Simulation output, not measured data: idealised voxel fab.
The following is a process module called voxel transistor to metal.
Displayed cross-section: cut, width of 160 nm, square cells sized 5 nm.
Cross-section = grid of square cells, listed top down in bands; band = one or more rows. In this notation a band is specified by the heights of its top and bottom, in that order and in nm, after which its materials appear from left to right, each paired with its width in nm. The word "all across" attached to a single material means that material fills the band from edge to edge; the word "air" stands for empty space. Note: height 0 marks the level under which the wafer is uniformly one material as received. Lowest band unbounded below, written "0 down". The two numbers in a width such as "30->40" mark its ends across the band: the first belongs to the top row of cells, the second to the bottom row, and from each row to the next the width moves by the same amount. The cross-section has no changed cell in any step marked "everything unchanged". "Unvented internal voids" specifies each empty space that is not open to the top and that occupies no fewer than 8 cells, using the form width x height at distance, the distance measured from the left edge and all three quantities in nm. after a step's settings: what the simulator itself notes on the step. A step line may carry the setting "overlay nm", which, for steps involving a mask, states the distance by which the mask lay to the right of its intended position; negative values denote displacement to the left.
The planned process steps are enumerated hereunder
1 RECEIVE with material Si
2 CONFORMAL_DEP with material SiO2, thk nm 5
3 CONFORMAL_DEP with material SiN, thk nm 15
4 DIRECTIONAL_DEP with material aC, thk nm 10
5 PATTERN with tone cover, mask id ACTIVE, material resist, width nm 90, thk nm 30, overlay nm 0
6 DIRECTIONAL_ETCH with etch materials aC, depth nm 10
7 STRIP with etch materials resist
8 DIRECTIONAL_ETCH with etch materials SiN, depth nm 15
9 DIRECTIONAL_ETCH with etch materials SiO2, depth nm 5
10 DIRECTIONAL_ETCH with etch materials Si, depth nm 35
11 STRIP with etch materials aC
12 FILL_DEP with material SiO2, thk nm 5
13 CMP with height nm 20
14 SELECTIVE_ETCH with etch materials SiO2, depth nm 10
15 STRIP with etch materials SiN
16 SELECTIVE_ETCH with etch materials SiO2, depth nm 5
17 OXIDIZE with depth nm 5
18 DIRECTIONAL_DEP with material polySi, thk nm 20
19 DIRECTIONAL_DEP with material SiCN, thk nm 10
20 PATTERN with tone cover, mask id GATE, material resist, width nm 20, thk nm 20, overlay nm 0
21 DIRECTIONAL_ETCH with etch materials SiCN, depth nm 20
22 DIRECTIONAL_ETCH with etch materials polySi, depth nm 30
23 STRIP with etch materials resist
24 CONFORMAL_DEP with material SiN, thk nm 5
25 DIRECTIONAL_ETCH with etch materials SiN, depth nm 5
26 DIRECTIONAL_ETCH with etch materials SiO2, depth nm 5
27 DIRECTIONAL_ETCH with etch materials Si, depth nm 10
28 EPI with material SiGe, thk nm 10
29 FILL_DEP with material SiO2, thk nm 10
30 CMP with height nm 30
31 DIRECTIONAL_DEP with material SiO2, thk nm 15
32 MASKED_ETCH with tone open, mask id CONTACT, width nm 15, pitch nm 65, etch materials SiO2, depth nm 50, overlay nm 0
33 CONFORMAL_DEP with material TiN, thk nm 5
34 FILL_DEP with material W, thk nm 5
35 CMP with height nm 45
36 DIRECTIONAL_DEP with material TiN, thk nm 5
37 DIRECTIONAL_DEP with material Ru, thk nm 15
38 MASKED_ETCH with tone cover, mask id METAL_1, width nm 15, pitch nm 65, etch materials Ru, depth nm 15, overlay nm 0
39 MASKED_ETCH with tone cover, mask id METAL_1, width nm 15, pitch nm 65, etch materials TiN, depth nm 5, overlay nm 0
40 FILL_DEP with material lowk, thk nm 5
41 CMP with height nm 65
42 CONFORMAL_DEP with material SiCN, thk nm 5
43 DIRECTIONAL_DEP with material lowk, thk nm 25
44 MASKED_ETCH with tone open, mask id METAL_2, width nm 15, pitch nm 65, etch materials lowk, depth nm 15, overlay nm 0
45 PATTERN with tone open, mask id METAL_2_HOLES, material resist, width nm 15, pitch nm 65, thk nm 20, overlay nm 0
46 DIRECTIONAL_ETCH with etch materials lowk, depth nm 10
47 DIRECTIONAL_ETCH with etch materials SiCN, depth nm 5
48 STRIP with etch materials resist
49 CONFORMAL_DEP with material TiN, thk nm 5
50 FILL_DEP with material Cu, thk nm 10
51 CMP with height nm 95
52 CONFORMAL_DEP with material SiCN, thk nm 5
Don't read the plan's width nm for step 38 as applying to every wafer: that's the first wafer's value, and the wafers differ in it, though they all start identical.
After step 1, as received: first of several wafers, cross-section
	0 down: Si all across
	Unvented internal voids: none
At the end of the module, after its last step, step 52, the first of several wafers appears in cross-section as follows
	100 to 95: SiCN all across
	95 to 70: lowk=40 | TiN=5 | Cu=5 | TiN=5 | lowk=50 | TiN=5 | Cu=5 | TiN=5 | lowk=40
	70 to 65: SiCN=40 | TiN=15 | SiCN=50 | TiN=15 | SiCN=40
	65 to 50: lowk=40 | Ru=15 | lowk=50 | Ru=15 | lowk=40
	50 to 45: lowk=40 | TiN=15 | lowk=50 | TiN=15 | lowk=40
	45 to 30: SiO2=40 | TiN=5 | W=5 | TiN=5 | SiO2=50 | TiN=5 | W=5 | TiN=5 | SiO2=40
	30 to 20: SiO2=40 | TiN=5 | W=5 | TiN=5 | SiO2=10 | SiN=5 | SiCN=20 | SiN=5 | SiO2=10 | TiN=5 | W=5 | TiN=5 | SiO2=40
	20 to 5: SiO2=40 | TiN=5 | W=5 | TiN=5 | SiO2=10 | SiN=5 | polySi=20 | SiN=5 | SiO2=10 | TiN=5 | W=5 | TiN=5 | SiO2=40
	5 to 0: SiO2=30 | SiN=5 | SiO2=5 | TiN=5 | W=5 | TiN=5 | SiGe=10 | SiN=5 | polySi=20 | SiN=5 | SiGe=10 | TiN=5 | W=5 | TiN=5 | SiO2=5 | SiN=5 | SiO2=30
	0 to -5: SiO2=40 | TiN=15 | SiGe=10 | SiO2=30 | SiGe=10 | TiN=15 | SiO2=40
	-5 to -15: SiO2=35 | SiGe=30 | Si=30 | SiGe=30 | SiO2=35
	-15 to -35: SiO2=35 | Si=90 | SiO2=35
	-35 down: Si all across
	Unvented internal voids: none
Cross-section, last wafer, module completion
	100 to 95: SiCN all across
	95 to 70: lowk=40 | TiN=5 | Cu=5 | TiN=5 | lowk=50 | TiN=5 | Cu=5 | TiN=5 | lowk=40
	70 to 65: SiCN=40 | TiN=15 | SiCN=50 | TiN=15 | SiCN=40
	65 to 50: lowk=35 | Ru=30 | lowk=35 | Ru=30 | lowk=30
	50 to 45: lowk=35 | TiN=30 | lowk=35 | TiN=30 | lowk=30
	45 to 30: SiO2=40 | TiN=5 | W=5 | TiN=5 | SiO2=50 | TiN=5 | W=5 | TiN=5 | SiO2=40
	30 to 20: SiO2=40 | TiN=5 | W=5 | TiN=5 | SiO2=10 | SiN=5 | SiCN=20 | SiN=5 | SiO2=10 | TiN=5 | W=5 | TiN=5 | SiO2=40
	20 to 5: SiO2=40 | TiN=5 | W=5 | TiN=5 | SiO2=10 | SiN=5 | polySi=20 | SiN=5 | SiO2=10 | TiN=5 | W=5 | TiN=5 | SiO2=40
	5 to 0: SiO2=30 | SiN=5 | SiO2=5 | TiN=5 | W=5 | TiN=5 | SiGe=10 | SiN=5 | polySi=20 | SiN=5 | SiGe=10 | TiN=5 | W=5 | TiN=5 | SiO2=5 | SiN=5 | SiO2=30
	0 to -5: SiO2=40 | TiN=15 | SiGe=10 | SiO2=30 | SiGe=10 | TiN=15 | SiO2=40
	-5 to -15: SiO2=35 | SiGe=30 | Si=30 | SiGe=30 | SiO2=35
	-15 to -35: SiO2=35 | Si=90 | SiO2=35
	-35 down: Si all across
	Unvented internal voids: none
Quick key for the table: a row per wafer, taken at the end of the module. For each material it tells you how many cells the wafer gained (+) or lost (-) since it came in, and the closed voids come after
width nm 15 | +10 Cu | +18 Ru | -140 Si | +66 SiCN | +32 SiGe | +14 SiN | +298 SiO2 | +74 TiN | +18 W | +234 lowk | +16 polySi | Unvented internal voids: none
width nm 20 | +10 Cu | +24 Ru | -140 Si | +66 SiCN | +32 SiGe | +14 SiN | +298 SiO2 | +76 TiN | +18 W | +226 lowk | +16 polySi | Unvented internal voids: none
width nm 25 | +10 Cu | +30 Ru | -140 Si | +66 SiCN | +32 SiGe | +14 SiN | +298 SiO2 | +78 TiN | +18 W | +218 lowk | +16 polySi | Unvented internal voids: none
width nm 30 | +10 Cu | +36 Ru | -140 Si | +66 SiCN | +32 SiGe | +14 SiN | +298 SiO2 | +80 TiN | +18 W | +210 lowk | +16 polySi | Unvented internal voids: none
